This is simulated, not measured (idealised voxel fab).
Proc. module: voxel self aligned contacts
Pictured: cross-section cut, 225 nm wide, on a grid of 5 nm square cells.
Square cells in a grid make up a cross-section in this document, and the grid is given as bands, listed from the top down, each one or more rows of cells.
Band: top height; bottom height; in nm. Then, left to right: material with width in nm, for each material. "everywhere": a single material spanning edge to edge. "air": empty space.
It should be noted that heights are counted from 0, beneath which the wafer as supplied is of one material throughout, and that the lowest band possesses no lower boundary but continues downward, as written in "z 0 and below".
The two numbers in a width such as "30 to 40" mark its ends across the band: the first belongs to the top row of cells, the second to the bottom row, and from each row to the next the width moves by the same amount.
"remains unaltered" (step): cross-section cells unchanged, all of them.
Closed empty spaces (no open way to the top) of 8 cells or more are what "Sealed void inventory" lists, each as width x height at distance from the left edge, nm for all three.
Text after the settings on a step's line: the simulator's own remark on that step.
On any step carrying a mask, the "overlay nm" setting, if present on the step's line, tells how far right of its planned place the mask lay; negative values point to the left.
Steps in the process plan
1. RECEIVE [material Si]
2. CONFORMAL_DEP [material SiO2] [thk nm 5]
3. DIRECTIONAL_DEP [material polySi] [thk nm 20]
4. DIRECTIONAL_DEP [material SiN] [thk nm 20]
5. DIRECTIONAL_DEP [material aC] [thk nm 15]
6. PATTERN [tone cover] [mask id GATE] [material resist] [width nm 35] [pitch nm 75] [thk nm 35] [overlay nm 0]
7. DIRECTIONAL_ETCH [etch materials aC] [depth nm 15]
8. STRIP [etch materials resist]
9. DIRECTIONAL_ETCH [etch materials SiN] [depth nm 20]
10. DIRECTIONAL_ETCH [etch materials polySi] [depth nm 20]
11. STRIP [etch materials aC]
12. CONFORMAL_DEP [material SiN] [thk nm 10]
13. DIRECTIONAL_ETCH [etch materials SiN] [depth nm 10]
14. FILL_DEP [material SiO2] [thk nm 15]
15. CMP [height nm 55]
16. PATTERN [tone open] [mask id CONTACT] [material resist] [width nm 50] [thk nm 20] [overlay nm -15]
17. DIRECTIONAL_ETCH [etch materials SiO2] [depth nm 55]
18. STRIP [etch materials resist]
19. CONFORMAL_DEP [material TiN] [thk nm 5]
20. FILL_DEP [material W] [thk nm 10]
21. CMP [height nm 55]
22. CONFORMAL_DEP [material SiCN] [thk nm 5]
Be aware that, although all wafers share a common starting state, the overlay nm at step 16 differs among them, and the plan displays the first wafer's value.
As-received state after step 1, first of several wafers, cross-section
* z 0 and below  Si everywhere
* Sealed void inventory: none
Basically each wafer gets a line in the table, showing it at the end of the module: material by material, the cells it gained (+) or lost (-) since we got it, then its closed voids
overlay nm -15; +45 SiCN; +120 SiN; +263 SiO2; +30 TiN; +26 W; +56 polySi; Sealed void inventory: none
overlay nm -10; +45 SiCN; +120 SiN; +263 SiO2; +30 TiN; +26 W; +56 polySi; Sealed void inventory: none
overlay nm -5; +45 SiCN; +120 SiN; +263 SiO2; +30 TiN; +26 W; +56 polySi; Sealed void inventory: none
overlay nm 0; +45 SiCN; +120 SiN; +263 SiO2; +30 TiN; +26 W; +56 polySi; Sealed void inventory: none
overlay nm 5; +45 SiCN; +120 SiN; +263 SiO2; +30 TiN; +26 W; +56 polySi; Sealed void inventory: none
overlay nm 10; +45 SiCN; +120 SiN; +263 SiO2; +30 TiN; +26 W; +56 polySi; Sealed void inventory: none
overlay nm 15; +45 SiCN; +120 SiN; +263 SiO2; +30 TiN; +26 W; +56 polySi; Sealed void inventory: none
